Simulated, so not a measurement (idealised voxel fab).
A process module follows: voxel gate over fins.
We display cut, a cross-section 240 nm in width whose square cells are each 5 nm.
Cross-section spec: square-cell grid; bands listed top down; each band is one or more rows.
Basically the band line says how high the top is and how high the bottom is, in nm, and then what's in it from left to right, every material with its width in nm. Empty space shows up as "air", and if a single material carries "everywhere" it runs the full band edge to edge.
Heights are reckoned from 0. Under this level, the received wafer is all of one material. The bottommost band is open-ended downward, for example "top 0, no bottom".
Graded width ("30..40"): value in top row of band = first number; value in bottom row = second number; row-to-row change constant.
What does "no alteration" mean for a step? It means no cell of the cross-section changed in that step.
Closed-off voids of 8+ cells (no open route to the top) go in "Enclosed voids", written width x height at distance from the left edge, in nm.
That trailing text on a step's line, after the settings, is the simulator's own remark on the step.
overlay nm: how far to the right of its planned place the mask lay on this masked step (negative: to the left).
Process steps foreseen in the plan:
1,RECEIVE, material Si
2,CONFORMAL_DEP, material SiN, thk nm 5
3,MASKED_ETCH, tone cover, mask id FINS, width nm 15, pitch nm 40, etch materials SiN, depth nm 5, overlay nm 0
4,MASKED_ETCH, tone cover, mask id FINS, width nm 15, pitch nm 40, etch materials Si, depth nm 40, overlay nm 0
5,FILL_DEP, material SiO2, thk nm 10
6,CMP, height nm 5
7,SELECTIVE_ETCH, etch materials SiO2, depth nm 20
8,STRIP, etch materials SiN
9,CONFORMAL_DEP, material HfO2, thk nm 5
10,CONFORMAL_DEP, material TiN, thk nm 5
11,CONFORMAL_DEP, material TiAl, thk nm 5
12,CONFORMAL_DEP, material TiN, thk nm 5
13,FILL_DEP, material W, thk nm 10
14,CMP, height nm 25
15,CONFORMAL_DEP, material SiN, thk nm 5
Cross-sectional view of the wafer in its as-received condition, corresponding to the state after step 1:
top 0, no bottom | Si everywhere
Enclosed voids: none
Cross-sectional image of the first of two wafers at the end of the module, the run having proceeded as planned:
top 30, bottom 25 | SiN everywhere
top 25, bottom 20 | W everywhere
top 20, bottom 15 | W 30; TiN 175; W 35
top 15, bottom 10 | W 30; TiN 5; TiAl 165; TiN 5; W 35
top 10, bottom 5 | W 30; TiN 5; TiAl 5; TiN 35; TiAl 5; TiN 35; TiAl 5; TiN 35; TiAl 5; TiN 35; TiAl 5; TiN 5; W 35
top 5, bottom 0 | TiN 35; TiAl 5; TiN 5; HfO2 25; TiN 5; TiAl 5; TiN 5; HfO2 25; TiN 5; TiAl 5; TiN 5; HfO2 25; TiN 5; TiAl 5; TiN 5; HfO2 25; TiN 5; TiAl 5; TiN 40
top 0, bottom -5 | TiAl 40; TiN 5; HfO2 5; Si 15; HfO2 5; TiN 5; TiAl 5; TiN 5; HfO2 5; Si 15; HfO2 5; TiN 5; TiAl 5; TiN 5; HfO2 5; Si 15; HfO2 5; TiN 5; TiAl 5; TiN 5; HfO2 5; Si 15; HfO2 5; TiN 5; TiAl 45
top -5, bottom -10 | TiN 45; HfO2 5; Si 15; HfO2 5; TiN 15; HfO2 5; Si 15; HfO2 5; TiN 15; HfO2 5; Si 15; HfO2 5; TiN 15; HfO2 5; Si 15; HfO2 5; TiN 50
top -10, bottom -15 | HfO2 50; Si 15; HfO2 25; Si 15; HfO2 25; Si 15; HfO2 25; Si 15; HfO2 55
top -15, bottom -40 | SiO2 50; Si 15; SiO2 25; Si 15; SiO2 25; Si 15; SiO2 25; Si 15; SiO2 55
top -40, no bottom | Si everywhere
Enclosed voids: none
Here's the second of our two wafers sectioned at module end. Same start as the first, same plan, but one mistake got made running it:
top 30, bottom 25 | SiN everywhere
top 25, bottom 20 | W everywhere
top 20, bottom 15 | W 30; TiN 175; W 35
top 15, bottom 10 | W 30; TiN 5; TiAl 165; TiN 5; W 35
top 10, bottom 5 | W 30; TiN 5; TiAl 5; TiN 35; TiAl 5; TiN 35; TiAl 5; TiN 35; TiAl 5; TiN 35; TiAl 5; TiN 5; W 35
top 5, bottom 0 | TiN 35; TiAl 5; TiN 5; HfO2 25; TiN 5; TiAl 5; TiN 5; HfO2 25; TiN 5; TiAl 5; TiN 5; HfO2 25; TiN 5; TiAl 5; TiN 5; HfO2 25; TiN 5; TiAl 5; TiN 40
top 0, bottom -5 | TiAl 40; TiN 5; HfO2 5; Si 15; HfO2 5; TiN 5; TiAl 5; TiN 5; HfO2 5; Si 15; HfO2 5; TiN 5; TiAl 5; TiN 5; HfO2 5; Si 15; HfO2 5; TiN 5; TiAl 5; TiN 5; HfO2 5; Si 15; HfO2 5; TiN 5; TiAl 45
top -5, bottom -10 | TiN 45; HfO2 5; Si 15; HfO2 5; TiN 15; HfO2 5; Si 15; HfO2 5; TiN 15; HfO2 5; Si 15; HfO2 5; TiN 15; HfO2 5; Si 15; HfO2 5; TiN 50
top -10, bottom -15 | HfO2 50; Si 15; HfO2 25; Si 15; HfO2 25; Si 15; HfO2 25; Si 15; HfO2 55
top -15, bottom -80 | SiO2 50; Si 15; SiO2 25; Si 15; SiO2 25; Si 15; SiO2 25; Si 15; SiO2 55
top -80, no bottom | Si everywhere
Enclosed voids: none
So what did we get wrong on this run? step 4 of the plan was carried out twice
End check, counted in cells, second wafer has more or fewer of these materials than the first: Si: 288 fewer; SiO2: 288 more
